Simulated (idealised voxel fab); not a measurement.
You're looking at the process module voxel wiring stack.
Cross-section cut: width 210 nm, square cells of 5 nm.
Bands, listed from the top down, are how a cross-section gets written in this document; the cross-section itself is a grid of square cells, and a band is one or more rows of them. The band entry comprises the height of the band's top followed by the height of its bottom, expressed in nm, and subsequently the band's materials from left to right, each stated together with its width in nm. Where a single material is marked with the word "full width", that material fills the band from edge to edge. The word "blank" represents empty space. Zero point of the height axis is 0; under it, received wafer = one material. Lowest band: continues down indefinitely, "0 and below". Width spec "30 to 40" -> top row of cells at first value, bottom row at second value, equal per-row change in between. "changes: none", as given for a step, is the statement that not any cell of the cross-section underwent a change during that step. Reported under the label "Tabulated closed voids" are the empty spaces having no open way to the top and comprising 8 cells or more; the notation for each is width x height at distance, in which the distance is measured from the left edge and all three values are in nm. Text after the settings on a step's line: the simulator's own remark on that step. overlay nm: where the mask lay relative to plan, measured to the right, on steps with a mask; negatives go left.
Process steps - plan
1 RECEIVE: material Si
2 CONFORMAL_DEP: material SiO2, thk nm 15
3 DIRECTIONAL_DEP: material TiN, thk nm 5
4 DIRECTIONAL_DEP: material W, thk nm 25
5 DIRECTIONAL_DEP: material aC, thk nm 10
6 PATTERN: tone cover, mask id METAL_1, material resist, width nm 30, pitch nm 50, thk nm 30, overlay nm 0
7 DIRECTIONAL_ETCH: etch materials aC, depth nm 10
8 STRIP: etch materials resist
9 DIRECTIONAL_ETCH: etch materials W, depth nm 25
10 DIRECTIONAL_ETCH: etch materials TiN, depth nm 5
11 STRIP: etch materials aC
12 CONFORMAL_DEP: material SiCN, thk nm 5
13 FILL_DEP: material lowk, thk nm 10
14 CMP: height nm 45
15 CONFORMAL_DEP: material SiCN, thk nm 5
16 DIRECTIONAL_DEP: material lowk, thk nm 20
17 DIRECTIONAL_DEP: material aC, thk nm 10
18 PATTERN: tone open, mask id PLUG_1, material resist, width nm 15, pitch nm 100, thk nm 25, overlay nm 0
19 DIRECTIONAL_ETCH: etch materials aC, depth nm 10
20 STRIP: etch materials resist
21 DIRECTIONAL_ETCH: etch materials lowk, depth nm 20
22 DIRECTIONAL_ETCH: etch materials SiCN, depth nm 5
23 STRIP: etch materials aC
24 EPI: material Ru, thk nm 10
25 EPI: material Ru, thk nm 10
26 EPI: material Ru, thk nm 5
27 CONFORMAL_DEP: material SiCN, thk nm 5
28 DIRECTIONAL_DEP: material SiO2, thk nm 25
29 PATTERN: tone open, mask id METAL_2, material resist, width nm 30, pitch nm 50, thk nm 20, overlay nm 0
30 DIRECTIONAL_ETCH: etch materials SiO2, depth nm 25
31 DIRECTIONAL_ETCH: etch materials SiCN, depth nm 5
32 STRIP: etch materials resist
33 CONFORMAL_DEP: material TiN, thk nm 5
34 FILL_DEP: material Ru, thk nm 10
35 CMP: height nm 100
36 CONFORMAL_DEP: material SiCN, thk nm 5
37 DIRECTIONAL_DEP: material SiO2, thk nm 30
38 PATTERN: tone open, mask id METAL_3, material resist, width nm 30, pitch nm 50, thk nm 20, overlay nm 0
39 DIRECTIONAL_ETCH: etch materials SiO2, depth nm 20
40 STRIP: etch materials resist
41 MASKED_ETCH: tone open, mask id METAL_3_HOLES, width nm 15, pitch nm 50, etch materials SiO2, depth nm 10, overlay nm 0
42 MASKED_ETCH: tone open, mask id METAL_3_HOLES, width nm 15, pitch nm 50, etch materials SiCN, depth nm 5, overlay nm 0
43 CONFORMAL_DEP: material TiN, thk nm 5
44 FILL_DEP: material Cu, thk nm 5
45 CMP: height nm 135
46 CONFORMAL_DEP: material SiCN, thk nm 5
Cross-section of the wafer at receipt, which is the condition after step 1
> 0 and below | Si full width
> Tabulated closed voids: none
First of two wafers at the end of the module, shown in cross-section; run carried out as planned
> 140 down to 135 | SiCN full width
> 135 down to 120 | 40 nm SiO2 | 5 nm TiN | 20 nm Cu | 5 nm TiN | 20 nm SiO2 | 5 nm TiN | 20 nm Cu | 5 nm TiN | 20 nm SiO2 | 5 nm TiN | 20 nm Cu | 5 nm TiN | 40 nm SiO2
> 120 down to 115 | 40 nm SiO2 | 5 nm TiN | 5 nm Cu | 20 nm TiN | 20 nm SiO2 | 5 nm TiN | 5 nm Cu | 20 nm TiN | 20 nm SiO2 | 5 nm TiN | 5 nm Cu | 20 nm TiN | 40 nm SiO2
> 115 down to 105 | 40 nm SiO2 | 5 nm TiN | 5 nm Cu | 5 nm TiN | 35 nm SiO2 | 5 nm TiN | 5 nm Cu | 5 nm TiN | 35 nm SiO2 | 5 nm TiN | 5 nm Cu | 5 nm TiN | 55 nm SiO2
> 105 down to 100 | 40 nm SiCN | 15 nm TiN | 35 nm SiCN | 15 nm TiN | 35 nm SiCN | 15 nm TiN | 55 nm SiCN
> 100 down to 75 | 40 nm SiO2 | 5 nm TiN | 20 nm Ru | 5 nm TiN | 20 nm SiO2 | 5 nm TiN | 20 nm Ru | 5 nm TiN | 20 nm SiO2 | 5 nm TiN | 20 nm Ru | 5 nm TiN | 40 nm SiO2
> 75 down to 70 | 40 nm SiCN | 30 nm TiN | 20 nm SiCN | 30 nm TiN | 20 nm SiCN | 30 nm TiN | 40 nm SiCN
> 70 down to 50 | 40 nm lowk | 15 nm Ru | 85 nm lowk | 15 nm Ru | 55 nm lowk
> 50 down to 45 | 40 nm SiCN | 15 nm Ru | 85 nm SiCN | 15 nm Ru | 55 nm SiCN
> 45 down to 20 | 35 nm lowk | 5 nm SiCN | 30 nm W | 5 nm SiCN | 10 nm lowk | 5 nm SiCN | 30 nm W | 5 nm SiCN | 10 nm lowk | 5 nm SiCN | 30 nm W | 5 nm SiCN | 35 nm lowk
> 20 down to 15 | 40 nm SiCN | 30 nm TiN | 20 nm SiCN | 30 nm TiN | 20 nm SiCN | 30 nm TiN | 40 nm SiCN
> 15 down to 0 | SiO2 full width
> 0 and below | Si full width
> Tabulated closed voids: none
Wafer two (of two), end-of-module cross-section: start = wafer one, plan = wafer one, one run mistake
> 140 down to 135 | SiCN full width
> 135 down to 120 | 40 nm SiO2 | 5 nm TiN | 20 nm Cu | 5 nm TiN | 20 nm SiO2 | 5 nm TiN | 20 nm Cu | 5 nm TiN | 20 nm SiO2 | 5 nm TiN | 20 nm Cu | 5 nm TiN | 40 nm SiO2
> 120 down to 115 | 40 nm SiO2 | 5 nm TiN | 5 nm Cu | 20 nm TiN | 20 nm SiO2 | 5 nm TiN | 5 nm Cu | 20 nm TiN | 20 nm SiO2 | 5 nm TiN | 5 nm Cu | 20 nm TiN | 40 nm SiO2
> 115 down to 105 | 40 nm SiO2 | 5 nm TiN | 5 nm Cu | 5 nm TiN | 35 nm SiO2 | 5 nm TiN | 5 nm Cu | 5 nm TiN | 35 nm SiO2 | 5 nm TiN | 5 nm Cu | 5 nm TiN | 55 nm SiO2
> 105 down to 100 | 40 nm SiCN | 15 nm TiN | 35 nm SiCN | 15 nm TiN | 35 nm SiCN | 15 nm TiN | 55 nm SiCN
> 100 down to 75 | 40 nm SiO2 | 5 nm TiN | 20 nm Ru | 5 nm TiN | 20 nm SiO2 | 5 nm TiN | 20 nm Ru | 5 nm TiN | 20 nm SiO2 | 5 nm TiN | 20 nm Ru | 5 nm TiN | 40 nm SiO2
> 75 down to 70 | 40 nm SiCN | 30 nm TiN | 20 nm SiCN | 30 nm TiN | 20 nm SiCN | 30 nm TiN | 40 nm SiCN
> 70 down to 65 | 45 nm SiCN | 5 nm TiN | 95 nm SiCN | 5 nm TiN | 60 nm SiCN
> 65 down to 45 | lowk full width
> 45 down to 20 | 35 nm lowk | 5 nm SiCN | 30 nm W | 5 nm SiCN | 10 nm lowk | 5 nm SiCN | 30 nm W | 5 nm SiCN | 10 nm lowk | 5 nm SiCN | 30 nm W | 5 nm SiCN | 35 nm lowk
> 20 down to 15 | 40 nm SiCN | 30 nm TiN | 20 nm SiCN | 30 nm TiN | 20 nm SiCN | 30 nm TiN | 40 nm SiCN
> 15 down to 0 | SiO2 full width
> 0 and below | Si full width
> Tabulated closed voids: none
Short version of what went wrong: mixed up steps 15 and 16 - ran each in the other's place
It is noted that, at the conclusion of processing, the second wafer exhibits a higher or lower cell count for certain materials relative to the first: 30 fewer of Ru | 4 more of SiCN | 2 more of TiN | 24 more of lowk
